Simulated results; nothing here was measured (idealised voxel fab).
process module | voxel plated lines
cross-section cut | 185 nm wide | cells 5 nm
A cross-section is a grid of square cells, given in bands from the top down. A band is one or more rows of cells.
Each band's line starts with the height of the band's top and of its bottom, in nm. Then come its materials from left to right, each with its width in nm. One material with "throughout" fills the band from edge to edge. "air" is empty space.
Height 0 is the level under which the wafer as received is all one material. The lowest band goes on downwards, as in "0 down".
A width such as "30 to 40" changes by the same amount from each row of cells to the next, from the band's top row to its bottom row.
"no change" after a step means that no cell of the cross-section changed.
closed voids: empty space of 8 cells or more with no open way to the top, each as width x height at its distance from the left edge, in nm
after a step's settings: what the simulator itself notes on the step
overlay nm, on a step with a mask: how far to the right of its planned place the mask lay; to the left if negative
plan
1 op RECEIVE | material Si
2 op CONFORMAL_DEP | material Al2O3 | thk nm 15
3 op DIRECTIONAL_DEP | material TiN | thk nm 5
4 op PATTERN | tone open | mask id LINES | material resist | width nm 25 | pitch nm 55 | thk nm 30 | overlay nm 0
5 op EPI | material Ru | thk nm 5
6 op EPI | material Ru | thk nm 10
7 op STRIP | etch materials resist
8 op DIRECTIONAL_ETCH | etch materials TiN | depth nm 5
9 op CONFORMAL_DEP | material SiN | thk nm 10
as received, after step 1
  0 down: Si throughout
  closed voids: none
first wafer at the end, as planned
  45 to 35: air 40 | SiN 45 | air 10 | SiN 45 | air 45
  35 to 25: air 40 | SiN 10 | Ru 25 | SiN 10 | air 10 | SiN 10 | Ru 25 | SiN 10 | air 45
  25 to 20: SiN 50 | Ru 25 | SiN 30 | Ru 25 | SiN 55
  20 to 15: SiN 50 | TiN 25 | SiN 30 | TiN 25 | SiN 55
  15 to 0: Al2O3 throughout
  0 down: Si throughout
  closed voids: none
second wafer at the end: like start, like plan, one mistake
  30 to 15: SiN throughout
  15 to 0: Al2O3 throughout
  0 down: Si throughout
  closed voids: none
what went wrong: step 3 ran as: op DIRECTIONAL_DEP | material SiN | thk nm 5
at the end the second wafer has, in cells: 30 fewer of Ru | 5 more of SiN | 10 fewer of TiN
